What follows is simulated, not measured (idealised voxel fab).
process module | voxel fin reveal
cross-section cut | 175 nm wide | cells 5 nm
A cross-section is a grid of square cells, given in bands from the top down. A band is one or more rows of cells.
Each band's line starts with the height of the band's top and of its bottom, in nm. Then come its materials from left to right, each with its width in nm. One material with "throughout" fills the band from edge to edge. "air" is empty space.
Height 0 is the level under which the wafer as received is all one material. The lowest band goes on downwards, as in "0 down".
A width such as "30 to 40" changes by the same amount from each row of cells to the next, from the band's top row to its bottom row.
"no change" after a step means that no cell of the cross-section changed.
closed voids: empty space of 8 cells or more with no open way to the top, each as width x height at its distance from the left edge, in nm
after a step's settings: what the simulator itself notes on the step
overlay nm, on a step with a mask: how far to the right of its planned place the mask lay; to the left if negative
plan
1 op RECEIVE | material Si
2 op CONFORMAL_DEP | material SiN | thk nm 5
3 op MASKED_ETCH | tone cover | mask id FINS | width nm 15 | pitch nm 40 | etch materials SiN | depth nm 5 | overlay nm 0
4 op MASKED_ETCH | tone cover | mask id FINS | width nm 15 | pitch nm 40 | etch materials Si | depth nm 35 | overlay nm 0
5 op FILL_DEP | material SiO2 | thk nm 10
6 op CMP | height nm 5
7 op SELECTIVE_ETCH | etch materials SiO2 | depth nm 20
8 op STRIP | etch materials SiN
varied across the wafers: width nm of step 3. The plan shows the first wafer's value. All wafers start alike
first wafer as received, after step 1
  0 down: Si throughout
  closed voids: none
first wafer at the end, after step 8
  0 to -15: air 40 | Si 15 | air 25 | Si 15 | air 25 | Si 15 | air 40
  -15 to -35: SiO2 40 | Si 15 | SiO2 25 | Si 15 | SiO2 25 | Si 15 | SiO2 40
  -35 down: Si throughout
  closed voids: none
last wafer at the end
  0 to -15: air 35 | Si 25 | air 15 | Si 25 | air 15 | Si 25 | air 35
  -15 to -35: SiO2 35 | Si 25 | SiO2 15 | Si 25 | SiO2 15 | Si 25 | SiO2 35
  -35 down: Si throughout
  closed voids: none
each wafer at the end: cells of each material gained (+) or lost (-) since it was received, then its closed voids
width nm 15 | -182 Si | +104 SiO2 | closed voids: none
width nm 20 | -161 Si | +92 SiO2 | closed voids: none
width nm 25 | -140 Si | +80 SiO2 | closed voids: none
